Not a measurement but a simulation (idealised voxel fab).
process module | voxel air gaps
cross-section cut | 280 nm wide | cells 5 nm
A cross-section is a grid of square cells, given in bands from the top down. A band is one or more rows of cells.
Each band's line starts with the height of the band's top and of its bottom, in nm. Then come its materials from left to right, each with its width in nm. One material with "throughout" fills the band from edge to edge. "air" is empty space.
Height 0 is the level under which the wafer as received is all one material. The lowest band goes on downwards, as in "0 down".
A width such as "30 to 40" changes by the same amount from each row of cells to the next, from the band's top row to its bottom row.
"no change" after a step means that no cell of the cross-section changed.
closed voids: empty space of 8 cells or more with no open way to the top, each as width x height at its distance from the left edge, in nm
after a step's settings: what the simulator itself notes on the step
overlay nm, on a step with a mask: how far to the right of its planned place the mask lay; to the left if negative
plan
1 op RECEIVE | material Si
2 op CONFORMAL_DEP | material SiO2 | thk nm 10
3 op CONFORMAL_DEP | material SiN | thk nm 5
4 op DIRECTIONAL_DEP | material lowk | thk nm 40
5 op PATTERN | tone open | mask id LINES | material resist | width nm 20 | pitch nm 45 | thk nm 15 | overlay nm 0
6 op DIRECTIONAL_ETCH | etch materials lowk | depth nm 40
7 op STRIP | etch materials resist
8 op CONFORMAL_DEP | material TiN | thk nm 5
9 op FILL_DEP | material Ru | thk nm 10
10 op CMP | height nm 55
11 op EPI | material Ru | thk nm 10
12 op SELECTIVE_ETCH | etch materials lowk | depth nm 50
13 op CONFORMAL_DEP | material SiCN | thk nm 5
first wafer, as planned
as received, after step 1
  0 down: Si throughout
  closed voids: none
after step 2
  10 to 0: SiO2 throughout
  below 0: unchanged
after step 3
  15 to 10: SiN throughout
  below 10: unchanged
after step 4
  55 to 15: lowk throughout
  below 15: unchanged
after step 5
  70 to 55: resist 60 | air 20 | resist 25 | air 20 | resist 25 | air 20 | resist 25 | air 20 | resist 65
  below 55: unchanged
after step 6
  70 to 55: resist 60 | air 20 | resist 25 | air 20 | resist 25 | air 20 | resist 25 | air 20 | resist 65
  55 to 15: lowk 60 | air 20 | lowk 25 | air 20 | lowk 25 | air 20 | lowk 25 | air 20 | lowk 65
  below 15: unchanged
after step 7
  55 to 15: lowk 60 | air 20 | lowk 25 | air 20 | lowk 25 | air 20 | lowk 25 | air 20 | lowk 65
  below 15: unchanged
after step 8
  60 to 55: TiN 65 | air 10 | TiN 35 | air 10 | TiN 35 | air 10 | TiN 35 | air 10 | TiN 70
  55 to 20: lowk 60 | TiN 5 | air 10 | TiN 5 | lowk 25 | TiN 5 | air 10 | TiN 5 | lowk 25 | TiN 5 | air 10 | TiN 5 | lowk 25 | TiN 5 | air 10 | TiN 5 | lowk 65
  20 to 15: lowk 60 | TiN 20 | lowk 25 | TiN 20 | lowk 25 | TiN 20 | lowk 25 | TiN 20 | lowk 65
  below 15: unchanged
after step 9
  70 to 60: Ru throughout
  60 to 55: TiN 65 | Ru 10 | TiN 35 | Ru 10 | TiN 35 | Ru 10 | TiN 35 | Ru 10 | TiN 70
  55 to 20: lowk 60 | TiN 5 | Ru 10 | TiN 5 | lowk 25 | TiN 5 | Ru 10 | TiN 5 | lowk 25 | TiN 5 | Ru 10 | TiN 5 | lowk 25 | TiN 5 | Ru 10 | TiN 5 | lowk 65
  below 20: unchanged
after step 10
  55 to 20: lowk 60 | TiN 5 | Ru 10 | TiN 5 | lowk 25 | TiN 5 | Ru 10 | TiN 5 | lowk 25 | TiN 5 | Ru 10 | TiN 5 | lowk 25 | TiN 5 | Ru 10 | TiN 5 | lowk 65
  below 20: unchanged
after step 11
  65 to 55: air 50 | Ru 40 | air 5 | Ru 40 | air 5 | Ru 40 | air 5 | Ru 40 | air 55
  below 55: unchanged
after step 12
  65 to 55: air 50 | Ru 40 | air 5 | Ru 40 | air 5 | Ru 40 | air 5 | Ru 40 | air 55
  55 to 20: air 60 | TiN 5 | Ru 10 | TiN 5 | air 25 | TiN 5 | Ru 10 | TiN 5 | air 25 | TiN 5 | Ru 10 | TiN 5 | air 25 | TiN 5 | Ru 10 | TiN 5 | air 65
  20 to 15: air 60 | TiN 20 | air 25 | TiN 20 | air 25 | TiN 20 | air 25 | TiN 20 | air 65
  below 15: unchanged
after step 13
  70 to 65: air 45 | SiCN 185 | air 50
  65 to 55: air 45 | SiCN 5 | Ru 40 | SiCN 5 | Ru 40 | SiCN 5 | Ru 40 | SiCN 5 | Ru 40 | SiCN 5 | air 50
  55 to 50: air 45 | SiCN 15 | TiN 5 | Ru 10 | TiN 5 | SiCN 25 | TiN 5 | Ru 10 | TiN 5 | SiCN 25 | TiN 5 | Ru 10 | TiN 5 | SiCN 25 | TiN 5 | Ru 10 | TiN 5 | SiCN 15 | air 50
  50 to 20: air 55 | SiCN 5 | TiN 5 | Ru 10 | TiN 5 | SiCN 5 | air 15 | SiCN 5 | TiN 5 | Ru 10 | TiN 5 | SiCN 5 | air 15 | SiCN 5 | TiN 5 | Ru 10 | TiN 5 | SiCN 5 | air 15 | SiCN 5 | TiN 5 | Ru 10 | TiN 5 | SiCN 5 | air 60
  20 to 15: SiCN 60 | TiN 20 | SiCN 25 | TiN 20 | SiCN 25 | TiN 20 | SiCN 25 | TiN 20 | SiCN 65
  below 15: unchanged
  closed voids: 15 x 30 at 85; 15 x 30 at 130; 15 x 30 at 175
second wafer: like start, like plan, one mistake. Through step 1 it matches the first wafer
when step 2 should have ended
  10 to 0: Ru throughout
  below 0: unchanged
when step 3 should have ended
  15 to 10: SiN throughout
  below 10: unchanged
when step 4 should have ended
  55 to 15: lowk throughout
  below 15: unchanged
when step 5 should have ended
  70 to 55: resist 60 | air 20 | resist 25 | air 20 | resist 25 | air 20 | resist 25 | air 20 | resist 65
  below 55: unchanged
when step 6 should have ended
  70 to 55: resist 60 | air 20 | resist 25 | air 20 | resist 25 | air 20 | resist 25 | air 20 | resist 65
  55 to 15: lowk 60 | air 20 | lowk 25 | air 20 | lowk 25 | air 20 | lowk 25 | air 20 | lowk 65
  below 15: unchanged
when step 7 should have ended
  55 to 15: lowk 60 | air 20 | lowk 25 | air 20 | lowk 25 | air 20 | lowk 25 | air 20 | lowk 65
  below 15: unchanged
when step 8 should have ended
  60 to 55: TiN 65 | air 10 | TiN 35 | air 10 | TiN 35 | air 10 | TiN 35 | air 10 | TiN 70
  55 to 20: lowk 60 | TiN 5 | air 10 | TiN 5 | lowk 25 | TiN 5 | air 10 | TiN 5 | lowk 25 | TiN 5 | air 10 | TiN 5 | lowk 25 | TiN 5 | air 10 | TiN 5 | lowk 65
  20 to 15: lowk 60 | TiN 20 | lowk 25 | TiN 20 | lowk 25 | TiN 20 | lowk 25 | TiN 20 | lowk 65
  below 15: unchanged
when step 9 should have ended
  70 to 60: Ru throughout
  60 to 55: TiN 65 | Ru 10 | TiN 35 | Ru 10 | TiN 35 | Ru 10 | TiN 35 | Ru 10 | TiN 70
  55 to 20: lowk 60 | TiN 5 | Ru 10 | TiN 5 | lowk 25 | TiN 5 | Ru 10 | TiN 5 | lowk 25 | TiN 5 | Ru 10 | TiN 5 | lowk 25 | TiN 5 | Ru 10 | TiN 5 | lowk 65
  below 20: unchanged
when step 10 should have ended
  55 to 20: lowk 60 | TiN 5 | Ru 10 | TiN 5 | lowk 25 | TiN 5 | Ru 10 | TiN 5 | lowk 25 | TiN 5 | Ru 10 | TiN 5 | lowk 25 | TiN 5 | Ru 10 | TiN 5 | lowk 65
  below 20: unchanged
when step 11 should have ended
  65 to 55: air 50 | Ru 40 | air 5 | Ru 40 | air 5 | Ru 40 | air 5 | Ru 40 | air 55
  below 55: unchanged
when step 12 should have ended
  65 to 55: air 50 | Ru 40 | air 5 | Ru 40 | air 5 | Ru 40 | air 5 | Ru 40 | air 55
  55 to 20: air 60 | TiN 5 | Ru 10 | TiN 5 | air 25 | TiN 5 | Ru 10 | TiN 5 | air 25 | TiN 5 | Ru 10 | TiN 5 | air 25 | TiN 5 | Ru 10 | TiN 5 | air 65
  20 to 15: air 60 | TiN 20 | air 25 | TiN 20 | air 25 | TiN 20 | air 25 | TiN 20 | air 65
  below 15: unchanged
when step 13 should have ended
  70 to 65: air 45 | SiCN 185 | air 50
  65 to 55: air 45 | SiCN 5 | Ru 40 | SiCN 5 | Ru 40 | SiCN 5 | Ru 40 | SiCN 5 | Ru 40 | SiCN 5 | air 50
  55 to 50: air 45 | SiCN 15 | TiN 5 | Ru 10 | TiN 5 | SiCN 25 | TiN 5 | Ru 10 | TiN 5 | SiCN 25 | TiN 5 | Ru 10 | TiN 5 | SiCN 25 | TiN 5 | Ru 10 | TiN 5 | SiCN 15 | air 50
  50 to 20: air 55 | SiCN 5 | TiN 5 | Ru 10 | TiN 5 | SiCN 5 | air 15 | SiCN 5 | TiN 5 | Ru 10 | TiN 5 | SiCN 5 | air 15 | SiCN 5 | TiN 5 | Ru 10 | TiN 5 | SiCN 5 | air 15 | SiCN 5 | TiN 5 | Ru 10 | TiN 5 | SiCN 5 | air 60
  20 to 15: SiCN 60 | TiN 20 | SiCN 25 | TiN 20 | SiCN 25 | TiN 20 | SiCN 25 | TiN 20 | SiCN 65
  below 15: unchanged
  closed voids: 15 x 30 at 85; 15 x 30 at 130; 15 x 30 at 175
what went wrong: step 2 ran as: op CONFORMAL_DEP | material Ru | thk nm 10
at the end the second wafer has, in cells: 112 more of Ru | 112 fewer of SiO2
